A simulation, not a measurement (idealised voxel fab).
You're looking at the process module voxel self aligned vias.
The width of the displayed cross-section, cut, is 165 nm; its cells are square, with a size of 5 nm.
Bands, listed from the top down, are how a cross-section gets written in this document; the cross-section itself is a grid of square cells, and a band is one or more rows of them. Band entry format. Leading values: height of top, height of bottom, nm. Remainder: materials in left-to-right order, each with its width in nm. Special words: "full width" on a single material, which then fills the band edge to edge; "blank", empty space. Convention: height 0 is the level below which the wafer, as received, is all one material. The lowest band does not terminate at the bottom but continues downward, represented as "0 -> down". When a width is written as two numbers, as in "30..40", the first number is the width in the top row of cells of the band and the second is the width in its bottom row, and the width changes by the same amount from each row to the next. Where a step carries "remained the same", the cross-section came out of it unchanged, cell for cell. Entry "Unvented internal voids". Content: empty spaces with no open connection to the top, size 8 cells or greater. Each: width x height at distance. Distance: from left edge. Unit: nm. On each step's line, the part that comes after the settings is the simulator's own comment on the step. The setting "overlay nm" may be written on the line of a step. When the step uses a mask, the value reports how far to the right of the planned place the mask lay, and a negative value reports that it lay to the left.
**The planned process steps are enumerated hereunder**
- 1: RECEIVE: material Si
- 2: CONFORMAL_DEP: material SiO2, thk nm 15
- 3: CONFORMAL_DEP: material SiCN, thk nm 5
- 4: DIRECTIONAL_DEP: material lowk, thk nm 30
- 5: PATTERN: tone open, mask id LINES, material resist, width nm 30, pitch nm 80, thk nm 20, overlay nm 0
- 6: DIRECTIONAL_ETCH: etch materials lowk, depth nm 30
- 7: STRIP: etch materials resist
- 8: CONFORMAL_DEP: material TiN, thk nm 5
- 9: FILL_DEP: material W, thk nm 10
- 10: CMP: height nm 50
- 11: SELECTIVE_ETCH: etch materials W Ru TiN, depth nm 10
- 12: FILL_DEP: material SiN, thk nm 5
- 13: CMP: height nm 50
- 14: DIRECTIONAL_DEP: material lowk, thk nm 20
- 15: DIRECTIONAL_DEP: material aC, thk nm 10
- 16: PATTERN: tone open, mask id VIAS, material resist, width nm 40, pitch nm 80, thk nm 30, overlay nm 0
- 17: DIRECTIONAL_ETCH: etch materials aC, depth nm 10
- 18: STRIP: etch materials resist
- 19: DIRECTIONAL_ETCH: etch materials lowk, depth nm 20
- 20: DIRECTIONAL_ETCH: etch materials SiN, depth nm 10
- 21: STRIP: etch materials aC
- 22: CONFORMAL_DEP: material TiN, thk nm 5
- 23: FILL_DEP: material W, thk nm 10
- 24: CMP: height nm 70
- 25: CONFORMAL_DEP: material SiCN, thk nm 5
Wafer-to-wafer difference: width nm, step 16. Common start. Plan = first wafer's value.
**Here's the first of the wafers in cross-section, just as we got it, i.e. after step 1**
- 0 -> down: Si full width
- Unvented internal voids: none
**End-of-module cross-section, first of several wafers, after last step 25**
- 75 -> 70: SiCN full width
- 70 -> 55: 20 lowk  5 TiN  30 W  5 TiN  40 lowk  5 TiN  30 W  5 TiN  25 lowk
- 55 -> 45: 20..25 lowk  10..5 TiN  20 W  10..5 TiN  40..50 lowk  10..5 TiN  20 W  10..5 TiN  25..30 lowk
- 45 -> 40: 25 lowk  30 TiN  50 lowk  30 TiN  30 lowk
- 40 -> 25: 25 lowk  5 TiN  20 W  5 TiN  50 lowk  5 TiN  20 W  5 TiN  30 lowk
- 25 -> 20: 25 lowk  30 TiN  50 lowk  30 TiN  30 lowk
- 20 -> 15: SiCN full width
- 15 -> 0: SiO2 full width
- 0 -> down: Si full width
- Unvented internal voids: none
**Showing the last wafer in cross-section at the end of the module**
- 75 -> 70: SiCN full width
- 70 -> 55: 15 lowk  5 TiN  45 W  5 TiN  25 lowk  5 TiN  45 W  5 TiN  15 lowk
- 55 -> 45: 15..25 lowk  15..5 TiN  20 W  20..5 TiN  25..50 lowk  15..5 TiN  20 W  20..5 TiN  15..30 lowk
- 45 -> 40: 25 lowk  30 TiN  50 lowk  30 TiN  30 lowk
- 40 -> 25: 25 lowk  5 TiN  20 W  5 TiN  50 lowk  5 TiN  20 W  5 TiN  30 lowk
- 25 -> 20: 25 lowk  30 TiN  50 lowk  30 TiN  30 lowk
- 20 -> 15: SiCN full width
- 15 -> 0: SiO2 full width
- 0 -> down: Si full width
- Unvented internal voids: none
**The rows of the table below are wafers. Looking at the end of the module, a row counts, for every material, the cells the wafer has gained, shown as (+), or lost, shown as (-), since it was received; its closed voids come next**
width nm 40 | +66 SiCN | +99 SiO2 | +60 TiN | +76 W | +194 lowk | Unvented internal voids: none
width nm 45 | +66 SiCN | +99 SiO2 | +62 TiN | +82 W | +186 lowk | Unvented internal voids: none
width nm 50 | +66 SiCN | +99 SiO2 | +64 TiN | +88 W | +178 lowk | Unvented internal voids: none
width nm 55 | +66 SiCN | +99 SiO2 | +66 TiN | +94 W | +170 lowk | Unvented internal voids: none
